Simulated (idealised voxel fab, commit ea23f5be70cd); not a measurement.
process module | voxel self aligned contacts
cross-section cut | 280 nm wide | cells 5 nm
A cross-section is a grid of square cells, given in bands from the top down. A band is one or more rows of cells.
Each band's line starts with the height of the band's top and of its bottom, in nm. Then come its materials from left to right, each with its width in nm. One material with "throughout" fills the band from edge to edge. "air" is empty space.
Height 0 is the level under which the wafer as received is all one material. The lowest band goes on downwards, as in "0 down".
A width such as "30 to 40" changes by the same amount from each row of cells to the next, from the band's top row to its bottom row.
"no change" after a step means that no cell of the cross-section changed.
closed voids: empty space of 8 cells or more with no open way to the top, each as width x height at its distance from the left edge, in nm
after a step's settings: what the simulator itself notes on the step
overlay nm, on a step with a mask: how far to the right of its planned place the mask lay; to the left if negative
plan
1 op RECEIVE | material Si
2 op OXIDIZE | depth nm 5
3 op DIRECTIONAL_DEP | material polySi | thk nm 20
4 op DIRECTIONAL_DEP | material SiN | thk nm 25
5 op DIRECTIONAL_DEP | material aC | thk nm 10
6 op PATTERN | tone cover | mask id GATE | material resist | width nm 30 | pitch nm 75 | thk nm 25 | overlay nm 0
7 op DIRECTIONAL_ETCH | etch materials aC | depth nm 10
8 op STRIP | etch materials resist
9 op DIRECTIONAL_ETCH | etch materials SiN | depth nm 25
10 op DIRECTIONAL_ETCH | etch materials polySi | depth nm 20
11 op STRIP | etch materials aC
12 op CONFORMAL_DEP | material SiN | thk nm 10
13 op DIRECTIONAL_ETCH | etch materials SiN | depth nm 10
14 op FILL_DEP | material SiO2 | thk nm 15
15 op CMP | height nm 55
16 op PATTERN | tone open | mask id CONTACT | material resist | width nm 55 | thk nm 15 | overlay nm 0
17 op DIRECTIONAL_ETCH | etch materials SiO2 | depth nm 60
18 op STRIP | etch materials resist
19 op CONFORMAL_DEP | material TiN | thk nm 5
20 op FILL_DEP | material W | thk nm 10
21 op CMP | height nm 55
22 op CONFORMAL_DEP | material SiCN | thk nm 5
as received, after step 1
  0 down: Si throughout
  closed voids: none
a wafer at the end: this start, this plan, one mistake
  60 to 55: SiCN throughout
  55 to 45: SiO2 105 | TiN 5 to 25 | W 55 to 15 | TiN 5 to 25 | SiO2 110
  45 to 20: SiO2 75 | SiN 50 | TiN 5 | W 15 | TiN 5 | SiN 50 | SiO2 80
  20 to 0: SiO2 75 | SiN 10 | polySi 30 | SiN 10 | TiN 5 | W 15 | TiN 5 | SiN 10 | polySi 30 | SiN 10 | SiO2 80
  0 to -5: SiO2 125 | TiN 25 | SiO2 130
  -5 down: Si throughout
  closed voids: none
what went wrong: step 16 ran as: op PATTERN | tone open | mask id CONTACT | material resist | width nm 65 | thk nm 15 | overlay nm 0
